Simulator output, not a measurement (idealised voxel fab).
process module | voxel air gaps
cross-section cut | 210 nm wide | cells 5 nm
A cross-section is a grid of square cells, given in bands from the top down. A band is one or more rows of cells.
Each band's line starts with the height of the band's top and of its bottom, in nm. Then come its materials from left to right, each with its width in nm. One material with "throughout" fills the band from edge to edge. "air" is empty space.
Height 0 is the level under which the wafer as received is all one material. The lowest band goes on downwards, as in "0 down".
A width such as "30 to 40" changes by the same amount from each row of cells to the next, from the band's top row to its bottom row.
"no change" after a step means that no cell of the cross-section changed.
closed voids: empty space of 8 cells or more with no open way to the top, each as width x height at its distance from the left edge, in nm
after a step's settings: what the simulator itself notes on the step
overlay nm, on a step with a mask: how far to the right of its planned place the mask lay; to the left if negative
plan
1 op RECEIVE | material Si
2 op CONFORMAL_DEP | material SiO2 | thk nm 10
3 op CONFORMAL_DEP | material SiN | thk nm 5
4 op DIRECTIONAL_DEP | material lowk | thk nm 35
5 op DIRECTIONAL_DEP | material aC | thk nm 15
6 op PATTERN | tone open | mask id LINES | material resist | width nm 15 | pitch nm 45 | thk nm 30 | overlay nm 0
7 op DIRECTIONAL_ETCH | etch materials aC | depth nm 15
8 op STRIP | etch materials resist
9 op DIRECTIONAL_ETCH | etch materials lowk | depth nm 35
10 op STRIP | etch materials aC
11 op CONFORMAL_DEP | material TiN | thk nm 5
12 op FILL_DEP | material Ru | thk nm 5
13 op CMP | height nm 50
14 op EPI | material Ru | thk nm 10
15 op SELECTIVE_ETCH | etch materials lowk | depth nm 45
16 op CONFORMAL_DEP | material SiCN | thk nm 5
first wafer, as planned
as received, after step 1
  0 down: Si throughout
  closed voids: none
after step 2
  10 to 0: SiO2 throughout
  below 0: unchanged
after step 3
  15 to 10: SiN throughout
  below 10: unchanged
after step 4
  50 to 15: lowk throughout
  below 15: unchanged
after step 5
  65 to 50: aC throughout
  below 50: unchanged
after step 6
  95 to 65: resist 30 | air 15 | resist 30 | air 15 | resist 30 | air 15 | resist 30 | air 15 | resist 30
  below 65: unchanged
after step 7
  80 to 65: resist 30 | air 15 | resist 30 | air 15 | resist 30 | air 15 | resist 30 | air 15 | resist 30
  65 to 50: aC 30 | air 15 | aC 30 | air 15 | aC 30 | air 15 | aC 30 | air 15 | aC 30
  below 50: unchanged
after step 8
  65 to 50: aC 30 | air 15 | aC 30 | air 15 | aC 30 | air 15 | aC 30 | air 15 | aC 30
  below 50: unchanged
after step 9
  65 to 50: aC 30 | air 15 | aC 30 | air 15 | aC 30 | air 15 | aC 30 | air 15 | aC 30
  50 to 15: lowk 30 | air 15 | lowk 30 | air 15 | lowk 30 | air 15 | lowk 30 | air 15 | lowk 30
  below 15: unchanged
after step 10
  50 to 15: lowk 30 | air 15 | lowk 30 | air 15 | lowk 30 | air 15 | lowk 30 | air 15 | lowk 30
  below 15: unchanged
after step 11
  55 to 50: TiN 35 | air 5 | TiN 40 | air 5 | TiN 40 | air 5 | TiN 40 | air 5 | TiN 35
  50 to 20: lowk 30 | TiN 5 | air 5 | TiN 5 | lowk 30 | TiN 5 | air 5 | TiN 5 | lowk 30 | TiN 5 | air 5 | TiN 5 | lowk 30 | TiN 5 | air 5 | TiN 5 | lowk 30
  20 to 15: lowk 30 | TiN 15 | lowk 30 | TiN 15 | lowk 30 | TiN 15 | lowk 30 | TiN 15 | lowk 30
  below 15: unchanged
after step 12
  60 to 55: Ru throughout
  55 to 50: TiN 35 | Ru 5 | TiN 40 | Ru 5 | TiN 40 | Ru 5 | TiN 40 | Ru 5 | TiN 35
  50 to 20: lowk 30 | TiN 5 | Ru 5 | TiN 5 | lowk 30 | TiN 5 | Ru 5 | TiN 5 | lowk 30 | TiN 5 | Ru 5 | TiN 5 | lowk 30 | TiN 5 | Ru 5 | TiN 5 | lowk 30
  below 20: unchanged
after step 13
  50 to 20: lowk 30 | TiN 5 | Ru 5 | TiN 5 | lowk 30 | TiN 5 | Ru 5 | TiN 5 | lowk 30 | TiN 5 | Ru 5 | TiN 5 | lowk 30 | TiN 5 | Ru 5 | TiN 5 | lowk 30
  below 20: unchanged
after step 14
  60 to 50: air 20 | Ru 35 | air 10 | Ru 35 | air 10 | Ru 35 | air 10 | Ru 35 | air 20
  below 50: unchanged
after step 15
  60 to 50: air 20 | Ru 35 | air 10 | Ru 35 | air 10 | Ru 35 | air 10 | Ru 35 | air 20
  50 to 20: air 30 | TiN 5 | Ru 5 | TiN 5 | air 30 | TiN 5 | Ru 5 | TiN 5 | air 30 | TiN 5 | Ru 5 | TiN 5 | air 30 | TiN 5 | Ru 5 | TiN 5 | air 30
  20 to 15: air 30 | TiN 15 | air 30 | TiN 15 | air 30 | TiN 15 | air 30 | TiN 15 | air 30
  below 15: unchanged
after step 16
  65 to 60: air 15 | SiCN 180 | air 15
  60 to 50: air 15 | SiCN 5 | Ru 35 | SiCN 10 | Ru 35 | SiCN 10 | Ru 35 | SiCN 10 | Ru 35 | SiCN 5 | air 15
  50 to 45: air 15 | SiCN 15 | TiN 5 | Ru 5 | TiN 5 | SiCN 30 | TiN 5 | Ru 5 | TiN 5 | SiCN 30 | TiN 5 | Ru 5 | TiN 5 | SiCN 30 | TiN 5 | Ru 5 | TiN 5 | SiCN 15 | air 15
  45 to 20: air 25 | SiCN 5 | TiN 5 | Ru 5 | TiN 5 | SiCN 5 | air 20 | SiCN 5 | TiN 5 | Ru 5 | TiN 5 | SiCN 5 | air 20 | SiCN 5 | TiN 5 | Ru 5 | TiN 5 | SiCN 5 | air 20 | SiCN 5 | TiN 5 | Ru 5 | TiN 5 | SiCN 5 | air 25
  20 to 15: SiCN 30 | TiN 15 | SiCN 30 | TiN 15 | SiCN 30 | TiN 15 | SiCN 30 | TiN 15 | SiCN 30
  below 15: unchanged
  closed voids: 20 x 25 at 50; 20 x 25 at 95; 20 x 25 at 140
second wafer: like start, like plan, one mistake. Through step 13 it matches the first wafer
when step 14 should have ended
  70 to 50: air 10 | Ru 190 | air 10
  below 50: unchanged
when step 15 should have ended
  70 to 50: air 10 | Ru 190 | air 10
  50 to 20: air 30 | TiN 5 | Ru 5 | TiN 5 | lowk 30 | TiN 5 | Ru 5 | TiN 5 | lowk 30 | TiN 5 | Ru 5 | TiN 5 | lowk 30 | TiN 5 | Ru 5 | TiN 5 | air 30
  20 to 15: air 30 | TiN 15 | lowk 30 | TiN 15 | lowk 30 | TiN 15 | lowk 30 | TiN 15 | air 30
  below 15: unchanged
when step 16 should have ended
  75 to 70: air 5 | SiCN 200 | air 5
  70 to 50: air 5 | SiCN 5 | Ru 190 | SiCN 5 | air 5
  50 to 45: air 5 | SiCN 25 | TiN 5 | Ru 5 | TiN 5 | lowk 30 | TiN 5 | Ru 5 | TiN 5 | lowk 30 | TiN 5 | Ru 5 | TiN 5 | lowk 30 | TiN 5 | Ru 5 | TiN 5 | SiCN 25 | air 5
  45 to 20: air 25 | SiCN 5 | TiN 5 | Ru 5 | TiN 5 | lowk 30 | TiN 5 | Ru 5 | TiN 5 | lowk 30 | TiN 5 | Ru 5 | TiN 5 | lowk 30 | TiN 5 | Ru 5 | TiN 5 | SiCN 5 | air 25
  20 to 15: SiCN 30 | TiN 15 | lowk 30 | TiN 15 | lowk 30 | TiN 15 | lowk 30 | TiN 15 | SiCN 30
  below 15: unchanged
what went wrong: step 14 was run twice
at the end the second wafer has, in cells: 96 more of Ru | 66 fewer of SiCN | 126 more of lowk
closed voids at the end (first wafer, second wafer): 3, 0
